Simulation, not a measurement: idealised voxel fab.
process module | voxel transistor to metal
cross-section cut | 195 nm wide | cells 5 nm
A cross-section is a grid of square cells, given in bands from the top down. A band is one or more rows of cells.
Each band's line starts with the height of the band's top and of its bottom, in nm. Then come its materials from left to right, each with its width in nm. One material with "throughout" fills the band from edge to edge. "air" is empty space.
Height 0 is the level under which the wafer as received is all one material. The lowest band goes on downwards, as in "0 down".
A width such as "30 to 40" changes by the same amount from each row of cells to the next, from the band's top row to its bottom row.
"no change" after a step means that no cell of the cross-section changed.
closed voids: empty space of 8 cells or more with no open way to the top, each as width x height at its distance from the left edge, in nm
after a step's settings: what the simulator itself notes on the step
overlay nm, on a step with a mask: how far to the right of its planned place the mask lay; to the left if negative
plan
1 op RECEIVE | material Si
2 op CONFORMAL_DEP | material SiO2 | thk nm 5
3 op CONFORMAL_DEP | material SiN | thk nm 10
4 op PATTERN | tone cover | mask id ACTIVE | material resist | width nm 125 | thk nm 15 | overlay nm 0
5 op DIRECTIONAL_ETCH | etch materials SiN | depth nm 10
6 op DIRECTIONAL_ETCH | etch materials SiO2 | depth nm 5
7 op DIRECTIONAL_ETCH | etch materials Si | depth nm 20
8 op STRIP | etch materials resist
9 op OXIDIZE | depth nm 5
10 op FILL_DEP | material SiO2 | thk nm 5
11 op CMP | height nm 15
12 op SELECTIVE_ETCH | etch materials SiO2 | depth nm 10
13 op STRIP | etch materials SiN
14 op SELECTIVE_ETCH | etch materials SiO2 | depth nm 5
15 op OXIDIZE | depth nm 5
16 op DIRECTIONAL_DEP | material polySi | thk nm 30
17 op DIRECTIONAL_DEP | material SiCN | thk nm 15
18 op PATTERN | tone cover | mask id GATE | material resist | width nm 35 | thk nm 15 | overlay nm 0
19 op DIRECTIONAL_ETCH | etch materials SiCN | depth nm 25
20 op DIRECTIONAL_ETCH | etch materials polySi | depth nm 40
21 op STRIP | etch materials resist
22 op CONFORMAL_DEP | material SiO2 | thk nm 5
23 op DIRECTIONAL_ETCH | etch materials SiO2 | depth nm 5
24 op CONFORMAL_DEP | material SiN | thk nm 5
25 op DIRECTIONAL_ETCH | etch materials SiN | depth nm 5
26 op DIRECTIONAL_ETCH | etch materials SiO2 | depth nm 5
27 op DIRECTIONAL_ETCH | etch materials Si | depth nm 15
28 op EPI | material SiGe | thk nm 20
29 op FILL_DEP | material SiO2 | thk nm 5
30 op CMP | height nm 30
31 op STRIP | etch materials polySi
32 op SELECTIVE_ETCH | etch materials SiO2 | depth nm 5
33 op CONFORMAL_DEP | material HfO2 | thk nm 5
34 op CONFORMAL_DEP | material TiN | thk nm 5
35 op FILL_DEP | material W | thk nm 10
36 op CMP | height nm 25
37 op DIRECTIONAL_DEP | material SiO2 | thk nm 10
38 op DIRECTIONAL_DEP | material aC | thk nm 15
39 op PATTERN | tone open | mask id CONTACT | material resist | width nm 15 | pitch nm 90 | thk nm 30 | overlay nm 0
40 op DIRECTIONAL_ETCH | etch materials aC | depth nm 15
41 op STRIP | etch materials resist
42 op DIRECTIONAL_ETCH | etch materials SiO2 | depth nm 35
43 op STRIP | etch materials aC
44 op CONFORMAL_DEP | material TiN | thk nm 5
45 op FILL_DEP | material Ru | thk nm 5
46 op CMP | height nm 35
47 op DIRECTIONAL_DEP | material TiN | thk nm 5
48 op DIRECTIONAL_DEP | material W | thk nm 15
49 op PATTERN | tone cover | mask id METAL_1 | material resist | width nm 15 | pitch nm 90 | thk nm 15 | overlay nm 0
50 op DIRECTIONAL_ETCH | etch materials W | depth nm 15
51 op DIRECTIONAL_ETCH | etch materials TiN | depth nm 5
52 op STRIP | etch materials resist
53 op FILL_DEP | material lowk | thk nm 10
54 op CMP | height nm 55
55 op CONFORMAL_DEP | material SiN | thk nm 5
first wafer, as planned
as received, after step 1
  0 down: Si throughout
  closed voids: none
after step 2
  5 to 0: SiO2 throughout
  below 0: unchanged
after step 3
  15 to 5: SiN throughout
  below 5: unchanged
after step 4
  30 to 15: air 35 | resist 125 | air 35
  below 15: unchanged
after step 5
  30 to 15: air 35 | resist 125 | air 35
  15 to 5: air 35 | SiN 125 | air 35
  below 5: unchanged
after step 6
  30 to 15: air 35 | resist 125 | air 35
  15 to 5: air 35 | SiN 125 | air 35
  5 to 0: air 35 | SiO2 125 | air 35
  below 0: unchanged
after step 7
  30 to 15: air 35 | resist 125 | air 35
  15 to 5: air 35 | SiN 125 | air 35
  5 to 0: air 35 | SiO2 125 | air 35
  0 to -20: air 35 | Si 125 | air 35
  below -20: unchanged
after step 8
  15 to 5: air 35 | SiN 125 | air 35
  below 5: unchanged
after step 9
  15 to 5: air 35 | SiN 125 | air 35
  5 to 0: air 35 | SiO2 125 | air 35
  0 to -20: air 35 | SiO2 5 | Si 115 | SiO2 5 | air 35
  -20 to -25: SiO2 40 | Si 115 | SiO2 40
  below -25: unchanged
after step 10
  20 to 15: SiO2 throughout
  15 to 5: SiO2 35 | SiN 125 | SiO2 35
  5 to 0: SiO2 throughout
  0 to -25: SiO2 40 | Si 115 | SiO2 40
  below -25: unchanged
after step 11
  15 to 5: SiO2 35 | SiN 125 | SiO2 35
  below 5: unchanged
after step 12
  15 to 5: air 35 | SiN 125 | air 35
  below 5: unchanged
after step 13
  5 to 0: SiO2 throughout
  below 0: unchanged
after step 14
  0 to -25: SiO2 40 | Si 115 | SiO2 40
  below -25: unchanged
after step 15
  0 to -5: SiO2 throughout
  below -5: unchanged
after step 16
  30 to 0: polySi throughout
  below 0: unchanged
after step 17
  45 to 30: SiCN throughout
  below 30: unchanged
after step 18
  60 to 45: air 80 | resist 35 | air 80
  below 45: unchanged
after step 19
  60 to 45: air 80 | resist 35 | air 80
  45 to 30: air 80 | SiCN 35 | air 80
  below 30: unchanged
after step 20
  60 to 45: air 80 | resist 35 | air 80
  45 to 30: air 80 | SiCN 35 | air 80
  30 to 0: air 80 | polySi 35 | air 80
  below 0: unchanged
after step 21
  45 to 30: air 80 | SiCN 35 | air 80
  below 30: unchanged
after step 22
  50 to 45: air 75 | SiO2 45 | air 75
  45 to 30: air 75 | SiO2 5 | SiCN 35 | SiO2 5 | air 75
  30 to 5: air 75 | SiO2 5 | polySi 35 | SiO2 5 | air 75
  5 to 0: SiO2 80 | polySi 35 | SiO2 80
  below 0: unchanged
after step 23
  45 to 30: air 75 | SiO2 5 | SiCN 35 | SiO2 5 | air 75
  30 to 0: air 75 | SiO2 5 | polySi 35 | SiO2 5 | air 75
  below 0: unchanged
after step 24
  50 to 45: air 70 | SiN 55 | air 70
  45 to 30: air 70 | SiN 5 | SiO2 5 | SiCN 35 | SiO2 5 | SiN 5 | air 70
  30 to 5: air 70 | SiN 5 | SiO2 5 | polySi 35 | SiO2 5 | SiN 5 | air 70
  5 to 0: SiN 75 | SiO2 5 | polySi 35 | SiO2 5 | SiN 75
  below 0: unchanged
after step 25
  45 to 30: air 70 | SiN 5 | SiO2 5 | SiCN 35 | SiO2 5 | SiN 5 | air 70
  30 to 0: air 70 | SiN 5 | SiO2 5 | polySi 35 | SiO2 5 | SiN 5 | air 70
  below 0: unchanged
after step 26
  45 to 40: air 70 | SiN 5 | air 5 | SiCN 35 | air 5 | SiN 5 | air 70
  40 to 30: air 70 | SiN 5 | SiO2 5 | SiCN 35 | SiO2 5 | SiN 5 | air 70
  30 to 0: air 70 | SiN 5 | SiO2 5 | polySi 35 | SiO2 5 | SiN 5 | air 70
  0 to -5: air 70 | SiO2 55 | air 70
  below -5: unchanged
after step 27
  45 to 40: air 70 | SiN 5 | air 5 | SiCN 35 | air 5 | SiN 5 | air 70
  40 to 30: air 70 | SiN 5 | SiO2 5 | SiCN 35 | SiO2 5 | SiN 5 | air 70
  30 to 0: air 70 | SiN 5 | SiO2 5 | polySi 35 | SiO2 5 | SiN 5 | air 70
  0 to -5: air 70 | SiO2 55 | air 70
  -5 to -20: SiO2 40 | air 30 | Si 55 | air 30 | SiO2 40
  below -20: unchanged
after step 28
  45 to 40: air 70 | SiN 5 | air 5 | SiCN 35 | air 5 | SiN 5 | air 70
  40 to 30: air 70 | SiN 5 | SiO2 5 | SiCN 35 | SiO2 5 | SiN 5 | air 70
  30 to 15: air 70 | SiN 5 | SiO2 5 | polySi 35 | SiO2 5 | SiN 5 | air 70
  15 to 0: air 50 | SiGe 20 | SiN 5 | SiO2 5 | polySi 35 | SiO2 5 | SiN 5 | SiGe 20 | air 50
  0 to -5: air 35 | SiGe 35 | SiO2 55 | SiGe 35 | air 35
  -5 to -20: SiO2 40 | SiGe 30 | Si 55 | SiGe 30 | SiO2 40
  below -20: unchanged
after step 29
  50 to 45: SiO2 throughout
  45 to 30: SiO2 70 | SiN 5 | SiO2 5 | SiCN 35 | SiO2 5 | SiN 5 | SiO2 70
  30 to 15: SiO2 70 | SiN 5 | SiO2 5 | polySi 35 | SiO2 5 | SiN 5 | SiO2 70
  15 to 0: SiO2 50 | SiGe 20 | SiN 5 | SiO2 5 | polySi 35 | SiO2 5 | SiN 5 | SiGe 20 | SiO2 50
  0 to -5: SiO2 35 | SiGe 35 | SiO2 55 | SiGe 35 | SiO2 35
  below -5: unchanged
after step 30
  30 to 15: SiO2 70 | SiN 5 | SiO2 5 | polySi 35 | SiO2 5 | SiN 5 | SiO2 70
  below 15: unchanged
after step 31
  30 to 15: SiO2 70 | SiN 5 | SiO2 5 | air 35 | SiO2 5 | SiN 5 | SiO2 70
  15 to 0: SiO2 50 | SiGe 20 | SiN 5 | SiO2 5 | air 35 | SiO2 5 | SiN 5 | SiGe 20 | SiO2 50
  below 0: unchanged
after step 32
  30 to 25: air 70 | SiN 5 | air 45 | SiN 5 | air 70
  25 to 15: SiO2 70 | SiN 5 | air 45 | SiN 5 | SiO2 70
  15 to 0: SiO2 50 | SiGe 20 | SiN 5 | air 45 | SiN 5 | SiGe 20 | SiO2 50
  0 to -5: SiO2 35 | SiGe 35 | SiO2 5 | air 45 | SiO2 5 | SiGe 35 | SiO2 35
  below -5: unchanged
after step 33
  35 to 30: air 65 | HfO2 15 | air 35 | HfO2 15 | air 65
  30 to 25: HfO2 70 | SiN 5 | HfO2 5 | air 35 | HfO2 5 | SiN 5 | HfO2 70
  25 to 15: SiO2 70 | SiN 5 | HfO2 5 | air 35 | HfO2 5 | SiN 5 | SiO2 70
  15 to 0: SiO2 50 | SiGe 20 | SiN 5 | HfO2 5 | air 35 | HfO2 5 | SiN 5 | SiGe 20 | SiO2 50
  0 to -5: SiO2 35 | SiGe 35 | SiO2 5 | HfO2 45 | SiO2 5 | SiGe 35 | SiO2 35
  below -5: unchanged
after step 34
  40 to 35: air 60 | TiN 25 | air 25 | TiN 25 | air 60
  35 to 30: TiN 65 | HfO2 15 | TiN 5 | air 25 | TiN 5 | HfO2 15 | TiN 65
  30 to 25: HfO2 70 | SiN 5 | HfO2 5 | TiN 5 | air 25 | TiN 5 | HfO2 5 | SiN 5 | HfO2 70
  25 to 15: SiO2 70 | SiN 5 | HfO2 5 | TiN 5 | air 25 | TiN 5 | HfO2 5 | SiN 5 | SiO2 70
  15 to 5: SiO2 50 | SiGe 20 | SiN 5 | HfO2 5 | TiN 5 | air 25 | TiN 5 | HfO2 5 | SiN 5 | SiGe 20 | SiO2 50
  5 to 0: SiO2 50 | SiGe 20 | SiN 5 | HfO2 5 | TiN 35 | HfO2 5 | SiN 5 | SiGe 20 | SiO2 50
  below 0: unchanged
after step 35
  50 to 40: W throughout
  40 to 35: W 60 | TiN 25 | W 25 | TiN 25 | W 60
  35 to 30: TiN 65 | HfO2 15 | TiN 5 | W 25 | TiN 5 | HfO2 15 | TiN 65
  30 to 25: HfO2 70 | SiN 5 | HfO2 5 | TiN 5 | W 25 | TiN 5 | HfO2 5 | SiN 5 | HfO2 70
  25 to 15: SiO2 70 | SiN 5 | HfO2 5 | TiN 5 | W 25 | TiN 5 | HfO2 5 | SiN 5 | SiO2 70
  15 to 5: SiO2 50 | SiGe 20 | SiN 5 | HfO2 5 | TiN 5 | W 25 | TiN 5 | HfO2 5 | SiN 5 | SiGe 20 | SiO2 50
  below 5: unchanged
after step 36
  25 to 15: SiO2 70 | SiN 5 | HfO2 5 | TiN 5 | W 25 | TiN 5 | HfO2 5 | SiN 5 | SiO2 70
  below 15: unchanged
after step 37
  35 to 25: SiO2 throughout
  below 25: unchanged
after step 38
  50 to 35: aC throughout
  below 35: unchanged
after step 39
  80 to 50: resist 45 | air 15 | resist 75 | air 15 | resist 45
  below 50: unchanged
after step 40
  65 to 50: resist 45 | air 15 | resist 75 | air 15 | resist 45
  50 to 35: aC 45 | air 15 | aC 75 | air 15 | aC 45
  below 35: unchanged
after step 41
  50 to 35: aC 45 | air 15 | aC 75 | air 15 | aC 45
  below 35: unchanged
after step 42
  50 to 35: aC 45 | air 15 | aC 75 | air 15 | aC 45
  35 to 25: SiO2 45 | air 15 | SiO2 75 | air 15 | SiO2 45
  25 to 15: SiO2 45 | air 15 | SiO2 10 | SiN 5 | HfO2 5 | TiN 5 | W 25 | TiN 5 | HfO2 5 | SiN 5 | SiO2 10 | air 15 | SiO2 45
  15 to 5: SiO2 45 | air 5 | SiGe 20 | SiN 5 | HfO2 5 | TiN 5 | W 25 | TiN 5 | HfO2 5 | SiN 5 | SiGe 20 | air 5 | SiO2 45
  5 to 0: SiO2 45 | air 5 | SiGe 20 | SiN 5 | HfO2 5 | TiN 35 | HfO2 5 | SiN 5 | SiGe 20 | air 5 | SiO2 45
  below 0: unchanged
after step 43
  35 to 25: SiO2 45 | air 15 | SiO2 75 | air 15 | SiO2 45
  below 25: unchanged
after step 44
  40 to 35: TiN 50 | air 5 | TiN 85 | air 5 | TiN 50
  35 to 25: SiO2 45 | TiN 5 | air 5 | TiN 5 | SiO2 75 | TiN 5 | air 5 | TiN 5 | SiO2 45
  25 to 20: SiO2 45 | TiN 5 | air 5 | TiN 5 | SiO2 10 | SiN 5 | HfO2 5 | TiN 5 | W 25 | TiN 5 | HfO2 5 | SiN 5 | SiO2 10 | TiN 5 | air 5 | TiN 5 | SiO2 45
  20 to 15: SiO2 45 | TiN 15 | SiO2 10 | SiN 5 | HfO2 5 | TiN 5 | W 25 | TiN 5 | HfO2 5 | SiN 5 | SiO2 10 | TiN 15 | SiO2 45
  15 to 5: SiO2 45 | TiN 5 | SiGe 20 | SiN 5 | HfO2 5 | TiN 5 | W 25 | TiN 5 | HfO2 5 | SiN 5 | SiGe 20 | TiN 5 | SiO2 45
  5 to 0: SiO2 45 | TiN 5 | SiGe 20 | SiN 5 | HfO2 5 | TiN 35 | HfO2 5 | SiN 5 | SiGe 20 | TiN 5 | SiO2 45
  below 0: unchanged
after step 45
  45 to 40: Ru throughout
  40 to 35: TiN 50 | Ru 5 | TiN 85 | Ru 5 | TiN 50
  35 to 25: SiO2 45 | TiN 5 | Ru 5 | TiN 5 | SiO2 75 | TiN 5 | Ru 5 | TiN 5 | SiO2 45
  25 to 20: SiO2 45 | TiN 5 | Ru 5 | TiN 5 | SiO2 10 | SiN 5 | HfO2 5 | TiN 5 | W 25 | TiN 5 | HfO2 5 | SiN 5 | SiO2 10 | TiN 5 | Ru 5 | TiN 5 | SiO2 45
  below 20: unchanged
after step 46
  35 to 25: SiO2 45 | TiN 5 | Ru 5 | TiN 5 | SiO2 75 | TiN 5 | Ru 5 | TiN 5 | SiO2 45
  below 25: unchanged
after step 47
  40 to 35: TiN throughout
  below 35: unchanged
after step 48
  55 to 40: W throughout
  below 40: unchanged
after step 49
  70 to 55: air 45 | resist 15 | air 75 | resist 15 | air 45
  below 55: unchanged
after step 50
  70 to 55: air 45 | resist 15 | air 75 | resist 15 | air 45
  55 to 40: air 45 | W 15 | air 75 | W 15 | air 45
  below 40: unchanged
after step 51
  70 to 55: air 45 | resist 15 | air 75 | resist 15 | air 45
  55 to 40: air 45 | W 15 | air 75 | W 15 | air 45
  40 to 35: air 45 | TiN 15 | air 75 | TiN 15 | air 45
  below 35: unchanged
after step 52
  55 to 40: air 45 | W 15 | air 75 | W 15 | air 45
  below 40: unchanged
after step 53
  65 to 55: lowk throughout
  55 to 40: lowk 45 | W 15 | lowk 75 | W 15 | lowk 45
  40 to 35: lowk 45 | TiN 15 | lowk 75 | TiN 15 | lowk 45
  below 35: unchanged
after step 54
  55 to 40: lowk 45 | W 15 | lowk 75 | W 15 | lowk 45
  below 40: unchanged
after step 55
  60 to 55: SiN throughout
  below 55: unchanged
second wafer: like start, like plan, one mistake. Through step 21 it matches the first wafer
when step 22 should have ended: no change
when step 23 should have ended
  45 to 30: air 80 | SiCN 35 | air 80
  30 to 0: air 80 | polySi 35 | air 80
  0 to -5: air 80 | SiO2 35 | air 80
  below -5: unchanged
when step 24 should have ended
  50 to 45: air 75 | SiN 45 | air 75
  45 to 30: air 75 | SiN 5 | SiCN 35 | SiN 5 | air 75
  30 to 0: air 75 | SiN 5 | polySi 35 | SiN 5 | air 75
  0 to -5: SiN 80 | SiO2 35 | SiN 80
  below -5: unchanged
when step 25 should have ended
  45 to 30: air 75 | SiN 5 | SiCN 35 | SiN 5 | air 75
  30 to 0: air 75 | SiN 5 | polySi 35 | SiN 5 | air 75
  0 to -5: air 75 | SiN 5 | SiO2 35 | SiN 5 | air 75
  below -5: unchanged
when step 26 should have ended
  45 to 30: air 75 | SiN 5 | SiCN 35 | SiN 5 | air 75
  30 to 0: air 75 | SiN 5 | polySi 35 | SiN 5 | air 75
  0 to -5: air 75 | SiN 5 | SiO2 35 | SiN 5 | air 75
  -5 to -10: air 40 | Si 115 | air 40
  below -10: unchanged
when step 27 should have ended
  45 to 30: air 75 | SiN 5 | SiCN 35 | SiN 5 | air 75
  30 to 0: air 75 | SiN 5 | polySi 35 | SiN 5 | air 75
  0 to -5: air 75 | SiN 5 | SiO2 35 | SiN 5 | air 75
  -5 to -10: air 75 | Si 45 | air 75
  -10 to -20: SiO2 40 | air 35 | Si 45 | air 35 | SiO2 40
  below -20: unchanged
when step 28 should have ended
  45 to 30: air 75 | SiN 5 | SiCN 35 | SiN 5 | air 75
  30 to 15: air 75 | SiN 5 | polySi 35 | SiN 5 | air 75
  15 to 0: air 55 | SiGe 20 | SiN 5 | polySi 35 | SiN 5 | SiGe 20 | air 55
  0 to -5: air 30 | SiGe 45 | SiN 5 | SiO2 35 | SiN 5 | SiGe 45 | air 30
  -5 to -10: air 30 | SiGe 45 | Si 45 | SiGe 45 | air 30
  -10 to -20: SiO2 40 | SiGe 35 | Si 45 | SiGe 35 | SiO2 40
  below -20: unchanged
when step 29 should have ended
  50 to 45: SiO2 throughout
  45 to 30: SiO2 75 | SiN 5 | SiCN 35 | SiN 5 | SiO2 75
  30 to 15: SiO2 75 | SiN 5 | polySi 35 | SiN 5 | SiO2 75
  15 to 0: SiO2 55 | SiGe 20 | SiN 5 | polySi 35 | SiN 5 | SiGe 20 | SiO2 55
  0 to -5: SiO2 30 | SiGe 45 | SiN 5 | SiO2 35 | SiN 5 | SiGe 45 | SiO2 30
  -5 to -10: SiO2 30 | SiGe 45 | Si 45 | SiGe 45 | SiO2 30
  below -10: unchanged
when step 30 should have ended
  30 to 15: SiO2 75 | SiN 5 | polySi 35 | SiN 5 | SiO2 75
  below 15: unchanged
when step 31 should have ended
  30 to 15: SiO2 75 | SiN 5 | air 35 | SiN 5 | SiO2 75
  15 to 0: SiO2 55 | SiGe 20 | SiN 5 | air 35 | SiN 5 | SiGe 20 | SiO2 55
  below 0: unchanged
when step 32 should have ended
  30 to 25: air 75 | SiN 5 | air 35 | SiN 5 | air 75
  25 to 15: SiO2 75 | SiN 5 | air 35 | SiN 5 | SiO2 75
  15 to 0: SiO2 55 | SiGe 20 | SiN 5 | air 35 | SiN 5 | SiGe 20 | SiO2 55
  0 to -5: SiO2 30 | SiGe 45 | SiN 5 | air 35 | SiN 5 | SiGe 45 | SiO2 30
  below -5: unchanged
when step 33 should have ended
  35 to 30: air 70 | HfO2 15 | air 25 | HfO2 15 | air 70
  30 to 25: HfO2 75 | SiN 5 | HfO2 5 | air 25 | HfO2 5 | SiN 5 | HfO2 75
  25 to 15: SiO2 75 | SiN 5 | HfO2 5 | air 25 | HfO2 5 | SiN 5 | SiO2 75
  15 to 0: SiO2 55 | SiGe 20 | SiN 5 | HfO2 5 | air 25 | HfO2 5 | SiN 5 | SiGe 20 | SiO2 55
  0 to -5: SiO2 30 | SiGe 45 | SiN 5 | HfO2 35 | SiN 5 | SiGe 45 | SiO2 30
  below -5: unchanged
when step 34 should have ended
  40 to 35: air 65 | TiN 25 | air 15 | TiN 25 | air 65
  35 to 30: TiN 70 | HfO2 15 | TiN 5 | air 15 | TiN 5 | HfO2 15 | TiN 70
  30 to 25: HfO2 75 | SiN 5 | HfO2 5 | TiN 5 | air 15 | TiN 5 | HfO2 5 | SiN 5 | HfO2 75
  25 to 15: SiO2 75 | SiN 5 | HfO2 5 | TiN 5 | air 15 | TiN 5 | HfO2 5 | SiN 5 | SiO2 75
  15 to 5: SiO2 55 | SiGe 20 | SiN 5 | HfO2 5 | TiN 5 | air 15 | TiN 5 | HfO2 5 | SiN 5 | SiGe 20 | SiO2 55
  5 to 0: SiO2 55 | SiGe 20 | SiN 5 | HfO2 5 | TiN 25 | HfO2 5 | SiN 5 | SiGe 20 | SiO2 55
  below 0: unchanged
when step 35 should have ended
  50 to 40: W throughout
  40 to 35: W 65 | TiN 25 | W 15 | TiN 25 | W 65
  35 to 30: TiN 70 | HfO2 15 | TiN 5 | W 15 | TiN 5 | HfO2 15 | TiN 70
  30 to 25: HfO2 75 | SiN 5 | HfO2 5 | TiN 5 | W 15 | TiN 5 | HfO2 5 | SiN 5 | HfO2 75
  25 to 15: SiO2 75 | SiN 5 | HfO2 5 | TiN 5 | W 15 | TiN 5 | HfO2 5 | SiN 5 | SiO2 75
  15 to 5: SiO2 55 | SiGe 20 | SiN 5 | HfO2 5 | TiN 5 | W 15 | TiN 5 | HfO2 5 | SiN 5 | SiGe 20 | SiO2 55
  below 5: unchanged
when step 36 should have ended
  25 to 15: SiO2 75 | SiN 5 | HfO2 5 | TiN 5 | W 15 | TiN 5 | HfO2 5 | SiN 5 | SiO2 75
  below 15: unchanged
when step 37 should have ended
  35 to 25: SiO2 throughout
  below 25: unchanged
when step 38 should have ended
  50 to 35: aC throughout
  below 35: unchanged
when step 39 should have ended
  80 to 50: resist 45 | air 15 | resist 75 | air 15 | resist 45
  below 50: unchanged
when step 40 should have ended
  65 to 50: resist 45 | air 15 | resist 75 | air 15 | resist 45
  50 to 35: aC 45 | air 15 | aC 75 | air 15 | aC 45
  below 35: unchanged
when step 41 should have ended
  50 to 35: aC 45 | air 15 | aC 75 | air 15 | aC 45
  below 35: unchanged
when step 42 should have ended
  50 to 35: aC 45 | air 15 | aC 75 | air 15 | aC 45
  35 to 25: SiO2 45 | air 15 | SiO2 75 | air 15 | SiO2 45
  25 to 15: SiO2 45 | air 15 | SiO2 15 | SiN 5 | HfO2 5 | TiN 5 | W 15 | TiN 5 | HfO2 5 | SiN 5 | SiO2 15 | air 15 | SiO2 45
  15 to 5: SiO2 45 | air 10 | SiGe 20 | SiN 5 | HfO2 5 | TiN 5 | W 15 | TiN 5 | HfO2 5 | SiN 5 | SiGe 20 | air 10 | SiO2 45
  5 to 0: SiO2 45 | air 10 | SiGe 20 | SiN 5 | HfO2 5 | TiN 25 | HfO2 5 | SiN 5 | SiGe 20 | air 10 | SiO2 45
  below 0: unchanged
when step 43 should have ended
  35 to 25: SiO2 45 | air 15 | SiO2 75 | air 15 | SiO2 45
  below 25: unchanged
when step 44 should have ended
  40 to 35: TiN 50 | air 5 | TiN 85 | air 5 | TiN 50
  35 to 25: SiO2 45 | TiN 5 | air 5 | TiN 5 | SiO2 75 | TiN 5 | air 5 | TiN 5 | SiO2 45
  25 to 20: SiO2 45 | TiN 5 | air 5 | TiN 5 | SiO2 15 | SiN 5 | HfO2 5 | TiN 5 | W 15 | TiN 5 | HfO2 5 | SiN 5 | SiO2 15 | TiN 5 | air 5 | TiN 5 | SiO2 45
  20 to 15: SiO2 45 | TiN 15 | SiO2 15 | SiN 5 | HfO2 5 | TiN 5 | W 15 | TiN 5 | HfO2 5 | SiN 5 | SiO2 15 | TiN 15 | SiO2 45
  15 to 5: SiO2 45 | TiN 10 | SiGe 20 | SiN 5 | HfO2 5 | TiN 5 | W 15 | TiN 5 | HfO2 5 | SiN 5 | SiGe 20 | TiN 10 | SiO2 45
  5 to 0: SiO2 45 | TiN 10 | SiGe 20 | SiN 5 | HfO2 5 | TiN 25 | HfO2 5 | SiN 5 | SiGe 20 | TiN 10 | SiO2 45
  below 0: unchanged
when step 45 should have ended
  45 to 40: Ru throughout
  40 to 35: TiN 50 | Ru 5 | TiN 85 | Ru 5 | TiN 50
  35 to 25: SiO2 45 | TiN 5 | Ru 5 | TiN 5 | SiO2 75 | TiN 5 | Ru 5 | TiN 5 | SiO2 45
  25 to 20: SiO2 45 | TiN 5 | Ru 5 | TiN 5 | SiO2 15 | SiN 5 | HfO2 5 | TiN 5 | W 15 | TiN 5 | HfO2 5 | SiN 5 | SiO2 15 | TiN 5 | Ru 5 | TiN 5 | SiO2 45
  below 20: unchanged
when step 46 should have ended
  35 to 25: SiO2 45 | TiN 5 | Ru 5 | TiN 5 | SiO2 75 | TiN 5 | Ru 5 | TiN 5 | SiO2 45
  below 25: unchanged
when step 47 should have ended
  40 to 35: TiN throughout
  below 35: unchanged
when step 48 should have ended
  55 to 40: W throughout
  below 40: unchanged
when step 49 should have ended
  70 to 55: air 45 | resist 15 | air 75 | resist 15 | air 45
  below 55: unchanged
when step 50 should have ended
  70 to 55: air 45 | resist 15 | air 75 | resist 15 | air 45
  55 to 40: air 45 | W 15 | air 75 | W 15 | air 45
  below 40: unchanged
when step 51 should have ended
  70 to 55: air 45 | resist 15 | air 75 | resist 15 | air 45
  55 to 40: air 45 | W 15 | air 75 | W 15 | air 45
  40 to 35: air 45 | TiN 15 | air 75 | TiN 15 | air 45
  below 35: unchanged
when step 52 should have ended
  55 to 40: air 45 | W 15 | air 75 | W 15 | air 45
  below 40: unchanged
when step 53 should have ended
  65 to 55: lowk throughout
  55 to 40: lowk 45 | W 15 | lowk 75 | W 15 | lowk 45
  40 to 35: lowk 45 | TiN 15 | lowk 75 | TiN 15 | lowk 45
  below 35: unchanged
when step 54 should have ended
  55 to 40: lowk 45 | W 15 | lowk 75 | W 15 | lowk 45
  below 40: unchanged
when step 55 should have ended
  60 to 55: SiN throughout
  below 55: unchanged
what went wrong: step 22 was left out
at the end the second wafer has, in cells: 2 fewer of HfO2 | 6 fewer of Si | 14 more of SiGe | 2 more of SiN | 4 fewer of SiO2 | 4 more of TiN | 8 fewer of W
